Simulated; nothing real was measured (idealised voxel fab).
The process module that follows is named voxel wiring stack.
Cross-sectional view cut (width: 300 nm; square cell size: 5 nm).
A cross-section is a grid of square cells, given in bands from the top down. A band is one or more rows of cells. Within each band entry, the heights of the top and of the bottom of the band appear first, in that order and in nm; the materials of the band then follow from left to right, each with its corresponding width in nm. The designation "everywhere" on a single material indicates that it fills the band from edge to edge; the designation "air" indicates empty space. Beneath 0, the wafer as received is one material, and that level is where height counting begins. The lowest band goes on downward without a bottom; it is written like "0 and below". Width: "30->40" (first number = top row, second number = bottom row, same change from row to row of cells). For the purposes of this document, the phrase "nothing different" attached to a step denotes that no cell within the cross-section was modified by that step. If an empty space has no open way to the top and is at least 8 cells in size, "Voids, enclosed" lists it, written width x height at distance, where distance is measured from the left edge and every value is in nm. Note: text after step settings on the step line = simulator remark on that step. overlay nm: step with mask; distance mask lay right of planned place; negative value = left of planned place.

So here's the lineup of process steps we planned:
1 RECEIVE,material Si
2 CONFORMAL_DEP,material SiO2,thk nm 10
3 DIRECTIONAL_DEP,material TiN,thk nm 5
4 DIRECTIONAL_DEP,material W,thk nm 25
5 MASKED_ETCH,tone cover,mask id METAL_1,width nm 25,pitch nm 45,etch materials W,depth nm 25,overlay nm 0
6 MASKED_ETCH,tone cover,mask id METAL_1,width nm 25,pitch nm 45,etch materials TiN,depth nm 5,overlay nm 0
7 FILL_DEP,material lowk,thk nm 10
8 CMP,height nm 40
9 CONFORMAL_DEP,material SiCN,thk nm 5
10 DIRECTIONAL_DEP,material lowk,thk nm 20
11 MASKED_ETCH,tone open,mask id PLUG_1,width nm 15,pitch nm 45,etch materials lowk,depth nm 20,overlay nm 0
12 MASKED_ETCH,tone open,mask id PLUG_1,width nm 15,pitch nm 45,etch materials SiCN,depth nm 5,overlay nm 0
13 CONFORMAL_DEP,material TiN,thk nm 5
14 FILL_DEP,material W,thk nm 5
15 CMP,height nm 65
16 CONFORMAL_DEP,material SiN,thk nm 5
17 DIRECTIONAL_DEP,material SiO2,thk nm 20
18 DIRECTIONAL_DEP,material aC,thk nm 10
19 PATTERN,tone open,mask id METAL_2,material resist,width nm 25,pitch nm 45,thk nm 25,overlay nm 0
20 DIRECTIONAL_ETCH,etch materials aC,depth nm 10
21 STRIP,etch materials resist
22 DIRECTIONAL_ETCH,etch materials SiO2,depth nm 20
23 DIRECTIONAL_ETCH,etch materials SiN,depth nm 5
24 STRIP,etch materials aC
25 CONFORMAL_DEP,material TiN,thk nm 5
26 FILL_DEP,material Cu,thk nm 5
27 CMP,height nm 90
28 CONFORMAL_DEP,material SiN,thk nm 5

Incoming wafer in cross-section (state: after step 1):
> 0 and below  Si everywhere
> Voids, enclosed: none

End-of-module cross-section. Starting structure and process plan as above; one mistake made in running it:
> 95 down to 90  SiN everywhere
> 90 down to 70  115 of SiO2; 5 of TiN; 15 of Cu; 5 of TiN; 20 of SiO2; 5 of TiN; 15 of Cu; 5 of TiN; 115 of SiO2
> 70 down to 65  115 of SiN; 25 of TiN; 20 of SiN; 25 of TiN; 115 of SiN
> 65 down to 45  115 of lowk; 5 of TiN; 5 of W; 5 of TiN; 30 of lowk; 5 of TiN; 5 of W; 5 of TiN; 125 of lowk
> 45 down to 40  115 of SiCN; 15 of TiN; 30 of SiCN; 15 of TiN; 125 of SiCN
> 40 down to 15  115 of lowk; 25 of W; 20 of lowk; 25 of W; 115 of lowk
> 15 down to 10  115 of lowk; 25 of TiN; 20 of lowk; 25 of TiN; 115 of lowk
> 10 down to 0  W everywhere
> 0 and below  Si everywhere
> Voids, enclosed: none
In executing the process, a mistake was made relative to the plan: step 2 was processed under conditions differing from the plan, specifically as CONFORMAL_DEP,material W,thk nm 10
